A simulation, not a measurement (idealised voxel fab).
Name of the process module below: voxel ribs on slabs
Square cell edge 5 nm, section width 170 nm, ID cut.
For the purposes of this document, a cross-section shall be understood as a grid of square cells, specified as bands listed in top-to-bottom order, each band consisting of one or more rows of cells.
Read a band's entry like this: the first values are the height of its top and the height of its bottom in nm, and what follows is the sequence of materials from left to right, each with its width in nm. Note that "air" is empty space, and that a single material marked "edge to edge" reaches across the band from edge to edge.
Height is counted from the level 0, under which the received wafer is composed throughout of one material. The lowest of the bands is not closed at the bottom but continues downward, in the notation "0 down".
With a width like "30 to 40", each row of cells in the band differs from the next by the same amount, the top row carrying the first number and the bottom row the second.
Where a step carries "nothing got changed", the cross-section came out of it unchanged, cell for cell.
Entry "Listed closed voids" = empty spaces >= 8 cells with no open way to the top; each as width x height at distance, distance from left edge, all nm.
after a step's settings: what the simulator itself notes on the step
When a step includes a mask, the "overlay nm" setting on its line states how far to the right of its planned place that mask lay, and negative values state how far to the left.
**Set out below are the planned steps of the process**
1 RECEIVE: material Si
2 DIRECTIONAL_DEP: material SiO2, thk nm 25
3 DIRECTIONAL_DEP: material SiN, thk nm 20
4 MASKED_ETCH: tone cover, mask id RIB, width nm 20, etch materials SiN, depth nm 15, overlay nm 0
5 PATTERN: tone cover, mask id SLAB, material resist, width nm 60, thk nm 15, overlay nm 0
6 DIRECTIONAL_ETCH: etch materials SiN, depth nm 5
7 STRIP: etch materials resist
8 FILL_DEP: material SiO2, thk nm 25
9 CMP: height nm 60
10 DIRECTIONAL_DEP: material TiN, thk nm 5
11 PATTERN: tone cover, mask id HEATER, material resist, width nm 30, thk nm 15, overlay nm 0
12 DIRECTIONAL_ETCH: etch materials TiN, depth nm 5
13 STRIP: etch materials resist
14 CONFORMAL_DEP: material SiN, thk nm 10
**First wafer, two in total, run as planned**
**Cross-section of the wafer at receipt, which is the condition after step 1**
0 down | Si edge to edge
Listed closed voids: none
**Wafer after step 2 (cross-section)**
25 to 0 | SiO2 edge to edge
Nothing below the height 0 has changed.
**Wafer after step 3 (cross-section)**
45 to 25 | SiN edge to edge
Nothing below the height 25 has changed.
**Wafer after step 4 (cross-section)**
45 to 30 | 75 of air | 20 of SiN | 75 of air
Nothing below the height 30 has changed.
**Wafer after step 5 (cross-section)**
60 to 45 | 55 of air | 60 of resist | 55 of air
45 to 30 | 55 of air | 20 of resist | 20 of SiN | 20 of resist | 55 of air
Nothing below the height 30 has changed.
**Wafer after step 6 (cross-section)**
60 to 45 | 55 of air | 60 of resist | 55 of air
45 to 30 | 55 of air | 20 of resist | 20 of SiN | 20 of resist | 55 of air
30 to 25 | 55 of air | 60 of SiN | 55 of air
Nothing below the height 25 has changed.
**Wafer after step 7 (cross-section)**
45 to 30 | 75 of air | 20 of SiN | 75 of air
Nothing below the height 30 has changed.
**Wafer after step 8 (cross-section)**
70 to 45 | SiO2 edge to edge
45 to 30 | 75 of SiO2 | 20 of SiN | 75 of SiO2
30 to 25 | 55 of SiO2 | 60 of SiN | 55 of SiO2
Nothing below the height 25 has changed.
**Wafer after step 9 (cross-section)**
60 to 45 | SiO2 edge to edge
Nothing below the height 45 has changed.
**Wafer after step 10 (cross-section)**
65 to 60 | TiN edge to edge
Nothing below the height 60 has changed.
**Wafer after step 11 (cross-section)**
80 to 65 | 70 of air | 30 of resist | 70 of air
Nothing below the height 65 has changed.
**Wafer after step 12 (cross-section)**
80 to 65 | 70 of air | 30 of resist | 70 of air
65 to 60 | 70 of air | 30 of TiN | 70 of air
Nothing below the height 60 has changed.
**Wafer after step 13 (cross-section)**
65 to 60 | 70 of air | 30 of TiN | 70 of air
Nothing below the height 60 has changed.
**Wafer after step 14 (cross-section)**
75 to 70 | 60 of air | 50 of SiN | 60 of air
70 to 65 | SiN edge to edge
65 to 60 | 70 of SiN | 30 of TiN | 70 of SiN
Nothing below the height 60 has changed.
**Notes, second wafer: start = first wafer's, plan = first wafer's, execution had one mistake; history identical to first through step 2**
**Second wafer, cut view, end of step 3 per plan**
65 to 25 | SiN edge to edge
Nothing below the height 25 has changed.
**Second wafer, cut view, end of step 4 per plan**
65 to 50 | 75 of air | 20 of SiN | 75 of air
Nothing below the height 50 has changed.
**Second wafer, cut view, end of step 5 per plan**
80 to 65 | 55 of air | 60 of resist | 55 of air
65 to 50 | 55 of air | 20 of resist | 20 of SiN | 20 of resist | 55 of air
Nothing below the height 50 has changed.
**Second wafer, cut view, end of step 6 per plan**
80 to 65 | 55 of air | 60 of resist | 55 of air
65 to 50 | 55 of air | 20 of resist | 20 of SiN | 20 of resist | 55 of air
50 to 45 | 55 of air | 60 of SiN | 55 of air
Nothing below the height 45 has changed.
**Second wafer, cut view, end of step 7 per plan**
65 to 50 | 75 of air | 20 of SiN | 75 of air
Nothing below the height 50 has changed.
**Second wafer, cut view, end of step 8 per plan**
90 to 65 | SiO2 edge to edge
65 to 50 | 75 of SiO2 | 20 of SiN | 75 of SiO2
50 to 45 | 55 of SiO2 | 60 of SiN | 55 of SiO2
Nothing below the height 45 has changed.
**Second wafer, cut view, end of step 9 per plan**
60 to 50 | 75 of SiO2 | 20 of SiN | 75 of SiO2
Nothing below the height 50 has changed.
**Second wafer, cut view, end of step 10 per plan**
65 to 60 | TiN edge to edge
Nothing below the height 60 has changed.
**Second wafer, cut view, end of step 11 per plan**
80 to 65 | 70 of air | 30 of resist | 70 of air
Nothing below the height 65 has changed.
**Second wafer, cut view, end of step 12 per plan**
80 to 65 | 70 of air | 30 of resist | 70 of air
65 to 60 | 70 of air | 30 of TiN | 70 of air
Nothing below the height 60 has changed.
**Second wafer, cut view, end of step 13 per plan**
65 to 60 | 70 of air | 30 of TiN | 70 of air
Nothing below the height 60 has changed.
**Second wafer, cut view, end of step 14 per plan**
75 to 70 | 60 of air | 50 of SiN | 60 of air
70 to 65 | SiN edge to edge
65 to 60 | 70 of SiN | 30 of TiN | 70 of SiN
Nothing below the height 60 has changed.
Error vs. plan: regarding the plan, step 3 was run twice
FYI, end of process, the second wafer has more or fewer cells of some materials than the first: 132 more of SiN, 132 fewer of SiO2
